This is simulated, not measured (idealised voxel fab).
Documented hereafter: the process module known as voxel self aligned contacts.
Section shown: cut. Width: 260 nm. Cell size: 5 nm, square.
When this document writes out a cross-section, it uses a grid of square cells and lists it as bands, beginning at the top and moving down, with a band standing for one or more rows of cells.
Read a band's entry like this: the first values are the height of its top and the height of its bottom in nm, and what follows is the sequence of materials from left to right, each with its width in nm. Note that "air" is empty space, and that a single material marked "everywhere" reaches across the band from edge to edge.
The reference from which all heights are counted is 0, the level beneath which the as-received wafer is entirely one material; the lowest band, having no lower bound, proceeds downward and is written after the example "0 down".
Width "30..40": first value at the band's top row of cells, second value at its bottom row, equal change from row to row.
"stayed the same" means the step left every cell of the cross-section as it was.
The list in "Enclosed cavity list" covers empty spaces of 8 cells or more that cannot reach the top through any open way, and it gives each as width x height at distance; the distance is from the left edge, and width, height and distance are in nm.
Post-settings text on a step line: simulator's own remark regarding the step.
For masked steps, "overlay nm" on the step line gives how far right of plan the mask actually lay; a minus sign means it lay to the left.
Listed below are the process steps as planned:
step 1: op RECEIVE | material Si
step 2: op OXIDIZE | depth nm 5
step 3: op DIRECTIONAL_DEP | material polySi | thk nm 25
step 4: op DIRECTIONAL_DEP | material SiN | thk nm 25
step 5: op MASKED_ETCH | tone cover | mask id GATE | width nm 30 | pitch nm 75 | etch materials SiN | depth nm 25 | overlay nm 0
step 6: op MASKED_ETCH | tone cover | mask id GATE | width nm 30 | pitch nm 75 | etch materials polySi | depth nm 25 | overlay nm 0
step 7: op CONFORMAL_DEP | material SiN | thk nm 5
step 8: op DIRECTIONAL_ETCH | etch materials SiN | depth nm 10
step 9: op FILL_DEP | material SiO2 | thk nm 15
step 10: op CMP | height nm 60
step 11: op DIRECTIONAL_DEP | material aC | thk nm 10
step 12: op PATTERN | tone open | mask id CONTACT | material resist | width nm 55 | pitch nm 75 | thk nm 30 | overlay nm 0
step 13: op DIRECTIONAL_ETCH | etch materials aC | depth nm 10
step 14: op STRIP | etch materials resist
step 15: op DIRECTIONAL_ETCH | etch materials SiO2 | depth nm 65
step 16: op STRIP | etch materials aC
step 17: op CONFORMAL_DEP | material TiN | thk nm 5
step 18: op FILL_DEP | material Ru | thk nm 10
step 19: op CMP | height nm 60
step 20: op CONFORMAL_DEP | material SiCN | thk nm 5
Every wafer here starts from the same state; it is the step 7 thk nm that distinguishes them, and the value the plan gives belongs to the first wafer.
Received wafers, first of several: cross-section after step 1:
- 0 down = Si everywhere
- Enclosed cavity list: none
Below is a per-wafer table. In it, each row describes the wafer at the end of the module by giving, for each material, the number of cells gained (+) or lost (-) since the wafer was received, and after that the closed voids of the wafer:
thk nm 5 | +136 Ru | -52 Si | +52 SiCN | +126 SiN | +254 SiO2 | +70 TiN | +90 polySi | Enclosed cavity list: none
thk nm 10 | +84 Ru | -52 Si | +52 SiCN | +210 SiN | +222 SiO2 | +70 TiN | +90 polySi | Enclosed cavity list: none
thk nm 15 | +20 Ru | -52 Si | +52 SiCN | +322 SiN | +182 SiO2 | +62 TiN | +90 polySi | Enclosed cavity list: none
thk nm 20 | -52 Si | +52 SiCN | +434 SiN | +132 SiO2 | +20 TiN | +90 polySi | Enclosed cavity list: none
thk nm 25 | -52 Si | +52 SiCN | +480 SiN | +106 SiO2 | +90 polySi | Enclosed cavity list: none
